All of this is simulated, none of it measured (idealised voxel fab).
Presented below is a process module, voxel self aligned vias.
We display cut, a cross-section 285 nm in width whose square cells are each 5 nm.
The cross-sections in this document take the form of a grid made of square cells. They are written out as bands, in order from top to bottom. Each band consists of one or more rows of cells.
Look at the band entry: it leads with the top's height and the bottom's height in nm. Then it lists the materials left to right, with a width in nm for each. The word "throughout" on a single material says that material fills the band edge to edge. The word "air" is empty space.
Heights from 0 (as-received wafer is one material below). Bottom band endless downward, as "from 0 down".
The width entry "30..40" should be interpreted row by row: the top row of cells in the band takes the first number, the bottom row takes the second number, and the change between adjacent rows is uniform throughout.
It should be understood that the words "no modification", when stated for a given step, signify that the cross-section underwent no change in any of its cells during that step.
Closed empty spaces (no open way to the top) of 8 cells or more are what "Completely sealed voids" lists, each as width x height at distance from the left edge, nm for all three.
Where a step's line continues beyond its settings, the continuation is a remark by the simulator itself on that step.
"overlay nm" on a masked step: distance the mask lay right of its planned place, negative for left.

THESE ARE THE STEPS WE PLANNED FOR THE PROCESS
step 1: RECEIVE | material Si
step 2: CONFORMAL_DEP | material SiO2 | thk nm 15
step 3: CONFORMAL_DEP | material SiCN | thk nm 5
step 4: DIRECTIONAL_DEP | material lowk | thk nm 30
step 5: DIRECTIONAL_DEP | material aC | thk nm 10
step 6: PATTERN | tone open | mask id LINES | material resist | width nm 20 | pitch nm 60 | thk nm 30 | overlay nm 0
step 7: DIRECTIONAL_ETCH | etch materials aC | depth nm 10
step 8: STRIP | etch materials resist
step 9: DIRECTIONAL_ETCH | etch materials lowk | depth nm 30
step 10: STRIP | etch materials aC
step 11: CONFORMAL_DEP | material TiN | thk nm 5
step 12: FILL_DEP | material W | thk nm 10
step 13: CMP | height nm 50
step 14: SELECTIVE_ETCH | etch materials W Ru TiN | depth nm 10
step 15: FILL_DEP | material SiN | thk nm 10
step 16: CMP | height nm 50
step 17: DIRECTIONAL_DEP | material lowk | thk nm 15
step 18: PATTERN | tone open | mask id VIAS | material resist | width nm 40 | thk nm 15 | overlay nm 0
step 19: DIRECTIONAL_ETCH | etch materials lowk | depth nm 15
step 20: DIRECTIONAL_ETCH | etch materials SiN | depth nm 10
step 21: STRIP | etch materials resist
step 22: CONFORMAL_DEP | material TiN | thk nm 5
step 23: FILL_DEP | material W | thk nm 5
step 24: CMP | height nm 65
step 25: CONFORMAL_DEP | material SiN | thk nm 5

DELIVERED WAFER IN CROSS-SECTION: STATE AFTER STEP 1
	from 0 down | Si throughout
	Completely sealed voids: none

RUN AS PLANNED - FIRST OF THE TWO WAFERS CROSS-SECTIONED AT THE END OF THE MODULE
	from 70 to 65 | SiN throughout
	from 65 to 55 | 90 lowk | 5 TiN | 30 W | 5 TiN | 155 lowk
	from 55 to 50 | 90 lowk | 15 TiN | 10 W | 15 TiN | 155 lowk
	from 50 to 45 | 100 lowk | 5 TiN | 10 W | 5 TiN | 40 lowk | 20 SiN | 105 lowk
	from 45 to 40 | 100 lowk | 20 TiN | 40 lowk | 20 SiN | 105 lowk
	from 40 to 25 | 100 lowk | 5 TiN | 10 W | 5 TiN | 40 lowk | 5 TiN | 10 W | 5 TiN | 105 lowk
	from 25 to 20 | 100 lowk | 20 TiN | 40 lowk | 20 TiN | 105 lowk
	from 20 to 15 | SiCN throughout
	from 15 to 0 | SiO2 throughout
	from 0 down | Si throughout
	Completely sealed voids: none

CROSS-SECTION OF THE LATTER OF THE TWO WAFERS AT MODULE COMPLETION. IT HAD AN IDENTICAL START AND AN IDENTICAL PLAN TO THE FORMER; IN RUNNING IT, ONE MISTAKE WAS MADE
	from 70 to 65 | SiN throughout
	from 65 to 50 | 90 lowk | 5 TiN | 30 W | 5 TiN | 155 lowk
	from 50 to 45 | 90 SiN | 5 TiN | 30 W | 5 TiN | 155 SiN
	from 45 to 40 | 90 SiN | 40 TiN | 155 SiN
	from 40 to 30 | 100 lowk | 20 SiN | 40 lowk | 20 SiN | 105 lowk
	from 30 to 25 | 100 lowk | 5 TiN | 10 W | 5 TiN | 40 lowk | 5 TiN | 10 W | 5 TiN | 105 lowk
	from 25 to 20 | 100 lowk | 20 TiN | 40 lowk | 20 TiN | 105 lowk
	from 20 to 15 | SiCN throughout
	from 15 to 0 | SiO2 throughout
	from 0 down | Si throughout
	Completely sealed voids: none
The plan and the run diverged here: in deviation from the planned setting, step 13 was conducted as CMP | height nm 40
End of process, cell counts, second wafer against first, materials with more or fewer: +106 SiN; -8 TiN; -98 lowk
